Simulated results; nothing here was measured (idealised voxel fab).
voxel wiring stack: a process module
FYI the section here is cut, 270 nm wide, cells are 5 nm squares.
Cross-section format: a grid of square cells, given as bands from top to bottom; each band is one or more rows of cells. The entry gives the band's vertical extent as a top height and a bottom height in nm, then its horizontal make-up as materials from left to right, each with a width in nm. "air" stands for empty space; a single material marked "everywhere" fills the band edge to edge. Heads up on the height convention: 0 is the point under which the incoming wafer is all one material, and the lowest band has no bottom, it just keeps going down, like "0 -> down". Width spec "30..40" -> top row of cells at first value, bottom row at second value, equal per-row change in between. "remained unchanged" -> step changed no cross-section cell. The entry titled "Tabulated closed voids" provides the empty spaces that have no open way to the top, restricted to those of 8 cells or more. Each is presented as width x height at distance, the distance being measured from the left edge, with all three in nm. Text after the settings on a step's line: the simulator's own remark on that step. "overlay nm" answers the question of how far to the right of plan the mask lay on a step that has a mask, and when it is negative the answer is to the left.
## So here's the lineup of process steps we planned
step 1: RECEIVE (material Si)
step 2: CONFORMAL_DEP (material SiO2; thk nm 15)
step 3: DIRECTIONAL_DEP (material TiN; thk nm 5)
step 4: DIRECTIONAL_DEP (material W; thk nm 15)
step 5: MASKED_ETCH (tone cover; mask id METAL_1; width nm 25; pitch nm 50; etch materials W; depth nm 15; overlay nm 0)
step 6: MASKED_ETCH (tone cover; mask id METAL_1; width nm 25; pitch nm 50; etch materials TiN; depth nm 5; overlay nm 0)
step 7: FILL_DEP (material SiO2; thk nm 10)
step 8: CMP (height nm 35)
step 9: CONFORMAL_DEP (material SiCN; thk nm 5)
step 10: DIRECTIONAL_DEP (material SiO2; thk nm 35)
step 11: DIRECTIONAL_DEP (material aC; thk nm 15)
step 12: PATTERN (tone open; mask id METAL_2_HOLES; material resist; width nm 15; thk nm 30; overlay nm 0)
step 13: DIRECTIONAL_ETCH (etch materials aC; depth nm 15)
step 14: STRIP (etch materials resist)
step 15: DIRECTIONAL_ETCH (etch materials SiO2; depth nm 35)
step 16: STRIP (etch materials aC)
step 17: MASKED_ETCH (tone open; mask id METAL_2; width nm 25; pitch nm 50; etch materials SiO2; depth nm 20; overlay nm 0)
step 18: MASKED_ETCH (tone open; mask id METAL_2; width nm 25; pitch nm 50; etch materials SiCN; depth nm 5; overlay nm 0)
step 19: CONFORMAL_DEP (material TiN; thk nm 5)
step 20: FILL_DEP (material Cu; thk nm 5)
step 21: CMP (height nm 75)
step 22: CONFORMAL_DEP (material SiCN; thk nm 5)
step 23: DIRECTIONAL_DEP (material SiO2; thk nm 35)
step 24: MASKED_ETCH (tone open; mask id METAL_3_HOLES; width nm 15; etch materials SiO2; depth nm 35; overlay nm 0)
step 25: PATTERN (tone open; mask id METAL_3; material resist; width nm 25; pitch nm 50; thk nm 15; overlay nm 0)
step 26: DIRECTIONAL_ETCH (etch materials SiO2; depth nm 20)
step 27: DIRECTIONAL_ETCH (etch materials SiCN; depth nm 5)
step 28: STRIP (etch materials resist)
step 29: CONFORMAL_DEP (material TiN; thk nm 5)
step 30: FILL_DEP (material Ru; thk nm 10)
step 31: CMP (height nm 115)
step 32: CONFORMAL_DEP (material SiCN; thk nm 5)
## Wafer cross-section on receipt, i.e. after step 1
* 0 -> down = Si everywhere
* Tabulated closed voids: none
## Wafer at module end, in section. Began as above, planned as above, run with one mistake
* 120 -> 115 = SiCN everywhere
* 115 -> 100 = 95 nm SiO2; 5 nm TiN; 15 nm Ru; 5 nm TiN; 25 nm SiO2; 5 nm TiN; 15 nm Ru; 5 nm TiN; 100 nm SiO2
* 100 -> 95 = 95 nm SiO2; 5 nm TiN; 5 nm Ru; 15 nm TiN; 25 nm SiO2; 25 nm TiN; 100 nm SiO2
* 95 -> 80 = 95 nm SiO2; 5 nm TiN; 5 nm Ru; 5 nm TiN; 160 nm SiO2
* 80 -> 75 = 95 nm SiCN; 15 nm TiN; 160 nm SiCN
* 75 -> 40 = TiN everywhere
* 40 -> 35 = SiCN everywhere
* 35 -> 20 = 95 nm SiO2; 25 nm W; 25 nm SiO2; 25 nm W; 100 nm SiO2
* 20 -> 15 = 95 nm SiO2; 25 nm TiN; 25 nm SiO2; 25 nm TiN; 100 nm SiO2
* 15 -> 0 = SiO2 everywhere
* 0 -> down = Si everywhere
* Tabulated closed voids: none
Run error: heads up, step 10 didn't go per plan, it actually ran as DIRECTIONAL_DEP (material TiN; thk nm 35)
